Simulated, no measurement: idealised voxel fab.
Presented below is a process module, voxel transistor to metal.
This is section cut - it's 185 nm across, gridded in 5 nm square cells.
We lay out every cross-section as a grid of square cells and spell it out in bands from the top down, where one band means one or more rows of cells. Basically the band line says how high the top is and how high the bottom is, in nm, and then what's in it from left to right, every material with its width in nm. Empty space shows up as "empty", and if a single material carries "full width" it runs the full band edge to edge. Heights are reckoned from 0. Under this level, the received wafer is all of one material. The bottommost band is open-ended downward, for example "0 nm and below". The notation "30 to 40" denotes a width that varies across the rows of cells in the band, beginning at the first number in the top row, finishing at the second number in the bottom row, and changing by an identical amount from each row to the next. Any step labelled "no modifications" changed none of the cells in the cross-section. Basically, "Entrapped voids" tells you about the enclosed voids: empty spaces with no open way to the top, 8 cells or bigger, each written width x height at distance, where distance is from the left edge, all in nm. The remark found on a step's line after its settings is issued by the simulator itself and pertains to that step. overlay nm: where the mask lay relative to plan, measured to the right, on steps with a mask; negatives go left.
Here's what the planned process steps look like:
- 1: RECEIVE,material Si
- 2: CONFORMAL_DEP,material SiO2,thk nm 5
- 3: CONFORMAL_DEP,material SiN,thk nm 10
- 4: MASKED_ETCH,tone cover,mask id ACTIVE,width nm 120,etch materials SiN,depth nm 10,overlay nm 0
- 5: MASKED_ETCH,tone cover,mask id ACTIVE,width nm 120,etch materials SiO2,depth nm 5,overlay nm 0
- 6: MASKED_ETCH,tone cover,mask id ACTIVE,width nm 120,etch materials Si,depth nm 20,overlay nm 0
- 7: OXIDIZE,depth nm 5
- 8: FILL_DEP,material SiO2,thk nm 5
- 9: CMP,height nm 15
- 10: SELECTIVE_ETCH,etch materials SiO2,depth nm 10
- 11: STRIP,etch materials SiN
- 12: SELECTIVE_ETCH,etch materials SiO2,depth nm 5
- 13: OXIDIZE,depth nm 5
- 14: DIRECTIONAL_DEP,material polySi,thk nm 25
- 15: DIRECTIONAL_DEP,material SiCN,thk nm 10
- 16: MASKED_ETCH,tone cover,mask id GATE,width nm 30,etch materials SiCN,depth nm 20,overlay nm 0
- 17: MASKED_ETCH,tone cover,mask id GATE,width nm 30,etch materials polySi,depth nm 35,overlay nm 0
- 18: CONFORMAL_DEP,material SiO2,thk nm 5
- 19: DIRECTIONAL_ETCH,etch materials SiO2,depth nm 5
- 20: CONFORMAL_DEP,material SiN,thk nm 5
- 21: DIRECTIONAL_ETCH,etch materials SiN,depth nm 5
- 22: DIRECTIONAL_ETCH,etch materials SiO2,depth nm 5
- 23: DIRECTIONAL_ETCH,etch materials Si,depth nm 15
- 24: EPI,material SiGe,thk nm 20
- 25: FILL_DEP,material SiO2,thk nm 10
- 26: CMP,height nm 25
- 27: STRIP,etch materials polySi
- 28: SELECTIVE_ETCH,etch materials SiO2,depth nm 5
- 29: CONFORMAL_DEP,material HfO2,thk nm 5
- 30: CONFORMAL_DEP,material TiN,thk nm 5
- 31: FILL_DEP,material W,thk nm 10
- 32: CMP,height nm 20
- 33: DIRECTIONAL_DEP,material SiO2,thk nm 10
- 34: DIRECTIONAL_DEP,material aC,thk nm 10
- 35: PATTERN,tone open,mask id CONTACT,material resist,width nm 20,pitch nm 90,thk nm 25,overlay nm 0
- 36: DIRECTIONAL_ETCH,etch materials aC,depth nm 10
- 37: STRIP,etch materials resist
- 38: DIRECTIONAL_ETCH,etch materials SiO2,depth nm 30
- 39: STRIP,etch materials aC
- 40: CONFORMAL_DEP,material TiN,thk nm 5
- 41: FILL_DEP,material Ru,thk nm 5
- 42: CMP,height nm 30
- 43: CONFORMAL_DEP,material SiCN,thk nm 5
- 44: DIRECTIONAL_DEP,material lowk,thk nm 25
- 45: DIRECTIONAL_DEP,material aC,thk nm 15
- 46: PATTERN,tone open,mask id METAL_1,material resist,width nm 20,pitch nm 90,thk nm 35,overlay nm 0
- 47: DIRECTIONAL_ETCH,etch materials aC,depth nm 15
- 48: STRIP,etch materials resist
- 49: DIRECTIONAL_ETCH,etch materials lowk,depth nm 25
- 50: DIRECTIONAL_ETCH,etch materials SiCN,depth nm 5
- 51: STRIP,etch materials aC
- 52: CONFORMAL_DEP,material TiN,thk nm 5
- 53: FILL_DEP,material Ru,thk nm 5
- 54: CMP,height nm 60
- 55: CONFORMAL_DEP,material SiCN,thk nm 5
As-received wafer cross-section (after step 1):
	0 nm and below  Si full width
	Entrapped voids: none
Looking at the first of two wafers in cross-section at end of module - ran to plan:
	65 nm to 60 nm  SiCN full width
	60 nm to 35 nm  lowk (35) | TiN (5) | Ru (10) | TiN (5) | lowk (70) | TiN (5) | Ru (10) | TiN (5) | lowk (40)
	35 nm to 30 nm  SiCN (35) | TiN (20) | SiCN (70) | TiN (20) | SiCN (40)
	30 nm to 20 nm  SiO2 (35) | TiN (5) | Ru (10) | TiN (5) | SiO2 (70) | TiN (5) | Ru (10) | TiN (5) | SiO2 (40)
	20 nm to 15 nm  SiO2 (35) | TiN (20) | SiO2 (10) | SiN (5) | HfO2 (5) | TiN (5) | W (20) | TiN (5) | HfO2 (5) | SiN (5) | SiO2 (10) | TiN (20) | SiO2 (40)
	15 nm to 5 nm  SiO2 (35) | TiN (10) | SiGe (20) | SiN (5) | HfO2 (5) | TiN (5) | W (20) | TiN (5) | HfO2 (5) | SiN (5) | SiGe (20) | TiN (10) | SiO2 (40)
	5 nm to 0 nm  SiO2 (35) | TiN (10) | SiGe (20) | SiN (5) | HfO2 (5) | TiN (30) | HfO2 (5) | SiN (5) | SiGe (20) | TiN (10) | SiO2 (40)
	0 nm to -5 nm  SiO2 (30) | SiGe (35) | SiO2 (5) | HfO2 (40) | SiO2 (5) | SiGe (35) | SiO2 (35)
	-5 nm to -20 nm  SiO2 (35) | SiGe (30) | Si (50) | SiGe (30) | SiO2 (40)
	-20 nm to -25 nm  SiO2 (35) | Si (110) | SiO2 (40)
	-25 nm and below  Si full width
	Entrapped voids: none
End-of-module cross-section of the second wafer: identical starting point and process plan to the first, with one processing mistake:
	65 nm to 60 nm  SiCN full width
	60 nm to 35 nm  lowk (35) | TiN (5) | Ru (10) | TiN (5) | lowk (70) | TiN (5) | Ru (10) | TiN (5) | lowk (40)
	35 nm to 30 nm  SiCN (35) | TiN (5) | Ru (10) | TiN (5) | SiCN (70) | TiN (5) | Ru (10) | TiN (5) | SiCN (40)
	30 nm to 20 nm  SiO2 (35) | TiN (5) | Ru (10) | TiN (5) | SiO2 (70) | TiN (5) | Ru (10) | TiN (5) | SiO2 (40)
	20 nm to 15 nm  SiO2 (35) | TiN (20) | SiO2 (10) | SiN (5) | HfO2 (5) | TiN (5) | W (20) | TiN (5) | HfO2 (5) | SiN (5) | SiO2 (10) | TiN (20) | SiO2 (40)
	15 nm to 5 nm  SiO2 (35) | TiN (10) | SiGe (20) | SiN (5) | HfO2 (5) | TiN (5) | W (20) | TiN (5) | HfO2 (5) | SiN (5) | SiGe (20) | TiN (10) | SiO2 (40)
	5 nm to 0 nm  SiO2 (35) | TiN (10) | SiGe (20) | SiN (5) | HfO2 (5) | TiN (30) | HfO2 (5) | SiN (5) | SiGe (20) | TiN (10) | SiO2 (40)
	0 nm to -5 nm  SiO2 (30) | SiGe (35) | SiO2 (5) | HfO2 (40) | SiO2 (5) | SiGe (35) | SiO2 (35)
	-5 nm to -20 nm  SiO2 (35) | SiGe (30) | Si (50) | SiGe (30) | SiO2 (40)
	-20 nm to -25 nm  SiO2 (35) | Si (110) | SiO2 (40)
	-25 nm and below  Si full width
	Entrapped voids: none
Against the plan, the run slipped here: note that step 51 departed from the planned setting and was carried out as STRIP,etch materials TiN
Looking at both finished wafers in cells, the second ends up ahead of or behind the first on some materials: Ru: 4 more | TiN: 4 fewer
